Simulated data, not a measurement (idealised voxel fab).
process module | voxel self aligned contacts
cross-section cut | 265 nm wide | cells 5 nm
A cross-section is a grid of square cells, given in bands from the top down. A band is one or more rows of cells.
Each band's line starts with the height of the band's top and of its bottom, in nm. Then come its materials from left to right, each with its width in nm. One material with "throughout" fills the band from edge to edge. "air" is empty space.
Height 0 is the level under which the wafer as received is all one material. The lowest band goes on downwards, as in "0 down".
A width such as "30 to 40" changes by the same amount from each row of cells to the next, from the band's top row to its bottom row.
"no change" after a step means that no cell of the cross-section changed.
closed voids: empty space of 8 cells or more with no open way to the top, each as width x height at its distance from the left edge, in nm
after a step's settings: what the simulator itself notes on the step
overlay nm, on a step with a mask: how far to the right of its planned place the mask lay; to the left if negative
plan
1 op RECEIVE | material Si
2 op OXIDIZE | depth nm 5
3 op DIRECTIONAL_DEP | material polySi | thk nm 20
4 op DIRECTIONAL_DEP | material SiN | thk nm 15
5 op PATTERN | tone cover | mask id GATE | material resist | width nm 35 | pitch nm 70 | thk nm 20 | overlay nm 0
6 op DIRECTIONAL_ETCH | etch materials SiN | depth nm 15
7 op DIRECTIONAL_ETCH | etch materials polySi | depth nm 20
8 op STRIP | etch materials resist
9 op CONFORMAL_DEP | material SiN | thk nm 5
10 op DIRECTIONAL_ETCH | etch materials SiN | depth nm 5
11 op FILL_DEP | material SiO2 | thk nm 15
12 op CMP | height nm 40
13 op PATTERN | tone open | mask id CONTACT | material resist | width nm 45 | thk nm 15 | overlay nm 0
14 op DIRECTIONAL_ETCH | etch materials SiO2 | depth nm 45
15 op STRIP | etch materials resist
16 op CONFORMAL_DEP | material TiN | thk nm 5
17 op FILL_DEP | material Ru | thk nm 5
18 op CMP | height nm 40
19 op CONFORMAL_DEP | material SiN | thk nm 5
first wafer, as planned
as received, after step 1
  0 down: Si throughout
  closed voids: none
after step 2
  0 to -5: SiO2 throughout
  below -5: unchanged
after step 3
  20 to 0: polySi throughout
  below 0: unchanged
after step 4
  35 to 20: SiN throughout
  below 20: unchanged
after step 5
  55 to 35: air 80 | resist 35 | air 35 | resist 35 | air 80
  below 35: unchanged
after step 6
  55 to 35: air 80 | resist 35 | air 35 | resist 35 | air 80
  35 to 20: air 80 | SiN 35 | air 35 | SiN 35 | air 80
  below 20: unchanged
after step 7
  55 to 35: air 80 | resist 35 | air 35 | resist 35 | air 80
  35 to 20: air 80 | SiN 35 | air 35 | SiN 35 | air 80
  20 to 0: air 80 | polySi 35 | air 35 | polySi 35 | air 80
  below 0: unchanged
after step 8
  35 to 20: air 80 | SiN 35 | air 35 | SiN 35 | air 80
  below 20: unchanged
after step 9
  40 to 20: air 75 | SiN 45 | air 25 | SiN 45 | air 75
  20 to 5: air 75 | SiN 5 | polySi 35 | SiN 5 | air 25 | SiN 5 | polySi 35 | SiN 5 | air 75
  5 to 0: SiN 80 | polySi 35 | SiN 35 | polySi 35 | SiN 80
  below 0: unchanged
after step 10
  35 to 20: air 75 | SiN 45 | air 25 | SiN 45 | air 75
  20 to 0: air 75 | SiN 5 | polySi 35 | SiN 5 | air 25 | SiN 5 | polySi 35 | SiN 5 | air 75
  below 0: unchanged
after step 11
  50 to 35: SiO2 throughout
  35 to 20: SiO2 75 | SiN 45 | SiO2 25 | SiN 45 | SiO2 75
  20 to 0: SiO2 75 | SiN 5 | polySi 35 | SiN 5 | SiO2 25 | SiN 5 | polySi 35 | SiN 5 | SiO2 75
  below 0: unchanged
after step 12
  40 to 35: SiO2 throughout
  below 35: unchanged
after step 13
  55 to 40: resist 110 | air 45 | resist 110
  below 40: unchanged
after step 14
  55 to 40: resist 110 | air 45 | resist 110
  40 to 35: SiO2 110 | air 45 | SiO2 110
  35 to 20: SiO2 75 | SiN 45 | air 25 | SiN 45 | SiO2 75
  20 to 0: SiO2 75 | SiN 5 | polySi 35 | SiN 5 | air 25 | SiN 5 | polySi 35 | SiN 5 | SiO2 75
  0 to -5: SiO2 120 | air 25 | SiO2 120
  below -5: unchanged
after step 15
  40 to 35: SiO2 110 | air 45 | SiO2 110
  below 35: unchanged
after step 16
  45 to 40: TiN 115 | air 35 | TiN 115
  40 to 35: SiO2 110 | TiN 15 | air 15 | TiN 15 | SiO2 110
  35 to 20: SiO2 75 | SiN 45 | TiN 5 | air 15 | TiN 5 | SiN 45 | SiO2 75
  20 to 0: SiO2 75 | SiN 5 | polySi 35 | SiN 5 | TiN 5 | air 15 | TiN 5 | SiN 5 | polySi 35 | SiN 5 | SiO2 75
  0 to -5: SiO2 120 | TiN 25 | SiO2 120
  below -5: unchanged
after step 17
  50 to 45: Ru throughout
  45 to 40: TiN 115 | Ru 35 | TiN 115
  40 to 35: SiO2 110 | TiN 15 | Ru 15 | TiN 15 | SiO2 110
  35 to 20: SiO2 75 | SiN 45 | TiN 5 | Ru 15 | TiN 5 | SiN 45 | SiO2 75
  20 to 0: SiO2 75 | SiN 5 | polySi 35 | SiN 5 | TiN 5 | Ru 15 | TiN 5 | SiN 5 | polySi 35 | SiN 5 | SiO2 75
  below 0: unchanged
after step 18
  40 to 35: SiO2 110 | TiN 15 | Ru 15 | TiN 15 | SiO2 110
  below 35: unchanged
after step 19
  45 to 40: SiN throughout
  below 40: unchanged
second wafer: like start, like plan, one mistake. Through step 4 it matches the first wafer
when step 5 should have ended
  55 to 35: air 70 | resist 35 | air 35 | resist 35 | air 90
  below 35: unchanged
when step 6 should have ended
  55 to 35: air 70 | resist 35 | air 35 | resist 35 | air 90
  35 to 20: air 70 | SiN 35 | air 35 | SiN 35 | air 90
  below 20: unchanged
when step 7 should have ended
  55 to 35: air 70 | resist 35 | air 35 | resist 35 | air 90
  35 to 20: air 70 | SiN 35 | air 35 | SiN 35 | air 90
  20 to 0: air 70 | polySi 35 | air 35 | polySi 35 | air 90
  below 0: unchanged
when step 8 should have ended
  35 to 20: air 70 | SiN 35 | air 35 | SiN 35 | air 90
  below 20: unchanged
when step 9 should have ended
  40 to 20: air 65 | SiN 45 | air 25 | SiN 45 | air 85
  20 to 5: air 65 | SiN 5 | polySi 35 | SiN 5 | air 25 | SiN 5 | polySi 35 | SiN 5 | air 85
  5 to 0: SiN 70 | polySi 35 | SiN 35 | polySi 35 | SiN 90
  below 0: unchanged
when step 10 should have ended
  35 to 20: air 65 | SiN 45 | air 25 | SiN 45 | air 85
  20 to 0: air 65 | SiN 5 | polySi 35 | SiN 5 | air 25 | SiN 5 | polySi 35 | SiN 5 | air 85
  below 0: unchanged
when step 11 should have ended
  50 to 35: SiO2 throughout
  35 to 20: SiO2 65 | SiN 45 | SiO2 25 | SiN 45 | SiO2 85
  20 to 0: SiO2 65 | SiN 5 | polySi 35 | SiN 5 | SiO2 25 | SiN 5 | polySi 35 | SiN 5 | SiO2 85
  below 0: unchanged
when step 12 should have ended
  40 to 35: SiO2 throughout
  below 35: unchanged
when step 13 should have ended
  55 to 40: resist 110 | air 45 | resist 110
  below 40: unchanged
when step 14 should have ended
  55 to 40: resist 110 | air 45 | resist 110
  40 to 35: SiO2 110 | air 45 | SiO2 110
  35 to 20: SiO2 65 | SiN 45 | air 25 | SiN 45 | SiO2 85
  20 to 0: SiO2 65 | SiN 5 | polySi 35 | SiN 5 | air 25 | SiN 5 | polySi 35 | SiN 5 | SiO2 85
  0 to -5: SiO2 110 | air 25 | SiO2 130
  below -5: unchanged
when step 15 should have ended
  40 to 35: SiO2 110 | air 45 | SiO2 110
  below 35: unchanged
when step 16 should have ended
  45 to 40: TiN 115 | air 35 | TiN 115
  40 to 35: SiO2 110 | TiN 5 | air 15 | TiN 25 | SiO2 110
  35 to 20: SiO2 65 | SiN 45 | TiN 5 | air 15 | TiN 5 | SiN 45 | SiO2 85
  20 to 0: SiO2 65 | SiN 5 | polySi 35 | SiN 5 | TiN 5 | air 15 | TiN 5 | SiN 5 | polySi 35 | SiN 5 | SiO2 85
  0 to -5: SiO2 110 | TiN 25 | SiO2 130
  below -5: unchanged
when step 17 should have ended
  50 to 45: Ru throughout
  45 to 40: TiN 115 | Ru 35 | TiN 115
  40 to 35: SiO2 110 | TiN 5 | Ru 15 | TiN 25 | SiO2 110
  35 to 20: SiO2 65 | SiN 45 | TiN 5 | Ru 15 | TiN 5 | SiN 45 | SiO2 85
  20 to 0: SiO2 65 | SiN 5 | polySi 35 | SiN 5 | TiN 5 | Ru 15 | TiN 5 | SiN 5 | polySi 35 | SiN 5 | SiO2 85
  below 0: unchanged
when step 18 should have ended
  40 to 35: SiO2 110 | TiN 5 | Ru 15 | TiN 25 | SiO2 110
  below 35: unchanged
when step 19 should have ended
  45 to 40: SiN throughout
  below 40: unchanged
what went wrong: step 5 ran as: op PATTERN | tone cover | mask id GATE | material resist | width nm 35 | pitch nm 70 | thk nm 20 | overlay nm -10
at the end the second wafer has, in cells: as many of each material as the first, in other places
